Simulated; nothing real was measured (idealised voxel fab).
The following is a process module called voxel self aligned vias.
Square cells of 5 nm make up the cross-section cut, whose width is 255 nm.
In this document a cross-section is written as a grid of square cells. It is given as a series of bands, listed from the top down, and a band is one or more rows of cells. Per band: top height and bottom height in nm, followed by the left-to-right materials and their widths in nm; "full width" marks a single material spanning edge to edge, "air" marks empty space. Basically, 0 is our baseline, since under it the wafer straight out of the box is all one material. The bottom band has no lower end and keeps on going down, so it looks like "0 nm and below". Top row gets the first number, bottom row gets the second, and each row in between changes by the same step: that is how a band width like "30 to 40" works. "no modification", as given for a step, is the statement that not any cell of the cross-section underwent a change during that step. So "Enclosed void listing" is basically the list of trapped voids: any empty space of 8 cells or more that can't reach the top through an opening. They're written width x height at distance, the distance being from the left edge, and it's all nm. Post-settings text on a step line: simulator's own remark regarding the step. overlay nm: mask right of planned place by this much (step with mask). Neg. = left.

# Planned process steps
- 1: RECEIVE: material Si
- 2: CONFORMAL_DEP: material SiO2, thk nm 15
- 3: CONFORMAL_DEP: material SiCN, thk nm 5
- 4: DIRECTIONAL_DEP: material SiO2, thk nm 30
- 5: MASKED_ETCH: tone open, mask id LINES, width nm 25, pitch nm 65, etch materials SiO2, depth nm 20, overlay nm 0
- 6: CONFORMAL_DEP: material TiN, thk nm 5
- 7: FILL_DEP: material W, thk nm 5
- 8: CMP: height nm 50
- 9: SELECTIVE_ETCH: etch materials W Ru TiN, depth nm 5
- 10: FILL_DEP: material SiN, thk nm 10
- 11: CMP: height nm 50
- 12: DIRECTIONAL_DEP: material SiO2, thk nm 20
- 13: MASKED_ETCH: tone open, mask id VIAS, width nm 45, pitch nm 65, etch materials SiO2, depth nm 20, overlay nm 0
- 14: MASKED_ETCH: tone open, mask id VIAS, width nm 45, pitch nm 65, etch materials SiN, depth nm 5, overlay nm 0
- 15: CONFORMAL_DEP: material TiN, thk nm 5
- 16: FILL_DEP: material Cu, thk nm 5
- 17: CMP: height nm 70
- 18: CONFORMAL_DEP: material SiCN, thk nm 5
The wafers are alike at the start. At step 5, their depth nm differs. The plan lists the first wafer's value.

# So this is the first of several wafers, cross-sectioned as it came to us, meaning it's at the end of step 1
> 0 nm and below | Si full width
> Enclosed void listing: none

# Each row below is a wafer at the end of the module, listing for every material the number of cells it has gained (+) or lost (-) since it was received, followed by its closed voids
depth nm 20; +72 Cu; +102 SiCN; +495 SiO2; +78 TiN; +18 W; Enclosed void listing: none
depth nm 25; +72 Cu; +102 SiCN; +480 SiO2; +84 TiN; +27 W; Enclosed void listing: none
depth nm 30; +72 Cu; +102 SiCN; +465 SiO2; +90 TiN; +36 W; Enclosed void listing: none
depth nm 35; +72 Cu; +102 SiCN; +465 SiO2; +90 TiN; +36 W; Enclosed void listing: none
depth nm 40; +72 Cu; +102 SiCN; +465 SiO2; +90 TiN; +36 W; Enclosed void listing: none
depth nm 45; +72 Cu; +102 SiCN; +465 SiO2; +90 TiN; +36 W; Enclosed void listing: none
